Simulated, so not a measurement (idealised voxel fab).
process module | voxel spacer lines
cross-section cut | 280 nm wide | cells 5 nm
A cross-section is a grid of square cells, given in bands from the top down. A band is one or more rows of cells.
Each band's line starts with the height of the band's top and of its bottom, in nm. Then come its materials from left to right, each with its width in nm. One material with "throughout" fills the band from edge to edge. "air" is empty space.
Height 0 is the level under which the wafer as received is all one material. The lowest band goes on downwards, as in "0 down".
A width such as "30 to 40" changes by the same amount from each row of cells to the next, from the band's top row to its bottom row.
"no change" after a step means that no cell of the cross-section changed.
closed voids: empty space of 8 cells or more with no open way to the top, each as width x height at its distance from the left edge, in nm
after a step's settings: what the simulator itself notes on the step
overlay nm, on a step with a mask: how far to the right of its planned place the mask lay; to the left if negative
plan
1 op RECEIVE | material Si
2 op CONFORMAL_DEP | material Al2O3 | thk nm 5
3 op DIRECTIONAL_DEP | material SiN | thk nm 20
4 op DIRECTIONAL_DEP | material polySi | thk nm 25
5 op PATTERN | tone cover | mask id MANDREL | material resist | width nm 20 | pitch nm 60 | thk nm 30 | overlay nm 0
6 op DIRECTIONAL_ETCH | etch materials polySi | depth nm 15
7 op STRIP | etch materials resist
8 op CONFORMAL_DEP | material SiO2 | thk nm 10
9 op DIRECTIONAL_ETCH | etch materials SiO2 | depth nm 10
10 op STRIP | etch materials polySi
11 op DIRECTIONAL_ETCH | etch materials SiN | depth nm 20
12 op STRIP | etch materials SiO2
varied across the wafers: depth nm of step 6. The plan shows the first wafer's value. All wafers start alike
first wafer as received, after step 1
  0 down: Si throughout
  closed voids: none
each wafer at the end: cells of each material gained (+) or lost (-) since it was received, then its closed voids
depth nm 15 | +56 Al2O3 | closed voids: none
depth nm 20 | +56 Al2O3 | closed voids: none
depth nm 25 | +56 Al2O3 | +48 SiN | closed voids: none
depth nm 30 | +56 Al2O3 | +48 SiN | closed voids: none
depth nm 35 | +56 Al2O3 | +48 SiN | closed voids: none
depth nm 40 | +56 Al2O3 | +48 SiN | closed voids: none
